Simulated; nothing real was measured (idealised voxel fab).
A process module follows: voxel ribs on slabs.
It is cross-section cut that appears here, measuring 190 nm in width, its square cells being 5 nm in size.
We lay out every cross-section as a grid of square cells and spell it out in bands from the top down, where one band means one or more rows of cells.
Heights first: top, then bottom, in nm. Then materials, left to right, each with a width in nm. "edge to edge" on a single material: fills the band edge to edge. "blank": empty space.
We count height from 0. Below that, the starting wafer is all one material. The lowest band never ends at the bottom but goes on down; see "0..down" for how that is written.
Per-row width for "30->40": begins at first number (top row of band), ends at second number (bottom row), increment between rows held constant.
Step marked "all unchanged"? Then no cell in the cross-section changed in it.
For the entry "Voids lacking openings", the listed items are empty spaces with no open way to the top whose size is 8 cells or more; each item follows the pattern width x height at distance, where distance is from the left edge and all three are in nm.
On a step's line, text after the settings is the simulator commenting on that step.
overlay nm: how far to the right of its planned place the mask lay on this masked step (negative: to the left).

Intended process steps:
1 RECEIVE (material Si)
2 DIRECTIONAL_DEP (material SiO2; thk nm 25)
3 DIRECTIONAL_DEP (material polySi; thk nm 15)
4 DIRECTIONAL_DEP (material aC; thk nm 15)
5 PATTERN (tone cover; mask id RIB; material resist; width nm 30; thk nm 30; overlay nm 0)
6 DIRECTIONAL_ETCH (etch materials aC; depth nm 15)
7 STRIP (etch materials resist)
8 DIRECTIONAL_ETCH (etch materials polySi; depth nm 10)
9 STRIP (etch materials aC)
10 DIRECTIONAL_DEP (material aC; thk nm 10)
11 PATTERN (tone cover; mask id SLAB; material resist; width nm 60; thk nm 25; overlay nm 0)
12 DIRECTIONAL_ETCH (etch materials aC; depth nm 10)
13 STRIP (etch materials resist)
14 DIRECTIONAL_ETCH (etch materials polySi; depth nm 5)
15 STRIP (etch materials aC)
16 FILL_DEP (material SiO2; thk nm 15)
17 CMP (height nm 50)
18 DIRECTIONAL_DEP (material TiN; thk nm 5)
19 DIRECTIONAL_DEP (material aC; thk nm 10)
20 PATTERN (tone cover; mask id HEATER; material resist; width nm 40; thk nm 30; overlay nm 0)
21 DIRECTIONAL_ETCH (etch materials aC; depth nm 10)
22 STRIP (etch materials resist)
23 DIRECTIONAL_ETCH (etch materials TiN; depth nm 5)
24 STRIP (etch materials aC)
25 CONFORMAL_DEP (material SiO2; thk nm 5)

As received (post step 1): cross-section:
> 0..down | Si edge to edge
> Voids lacking openings: none

Cross-section: first of two wafers, module finished, run according to plan:
> 60..55 | 70 blank / 50 SiO2 / 70 blank
> 55..50 | 75 SiO2 / 40 TiN / 75 SiO2
> 50..40 | SiO2 edge to edge
> 40..30 | 80 SiO2 / 30 polySi / 80 SiO2
> 30..25 | 65 SiO2 / 60 polySi / 65 SiO2
> 25..0 | SiO2 edge to edge
> 0..down | Si edge to edge
> Voids lacking openings: none

Wafer two (of two), end-of-module cross-section: start = wafer one, plan = wafer one, one run mistake:
> 60..55 | 80 SiO2 / 30 blank / 80 SiO2
> 55..50 | 75 TiN / 40 SiO2 / 75 TiN
> 50..40 | SiO2 edge to edge
> 40..30 | 80 SiO2 / 30 polySi / 80 SiO2
> 30..25 | 65 SiO2 / 60 polySi / 65 SiO2
> 25..0 | SiO2 edge to edge
> 0..down | Si edge to edge
> Voids lacking openings: none
What went wrong in running the wafer? step 20: run off-plan, actual operation and settings PATTERN (tone open; mask id HEATER; material resist; width nm 40; thk nm 30; overlay nm 0)
Counted in cells at the end, the second wafer holds more or fewer of these materials than the first: TiN +22
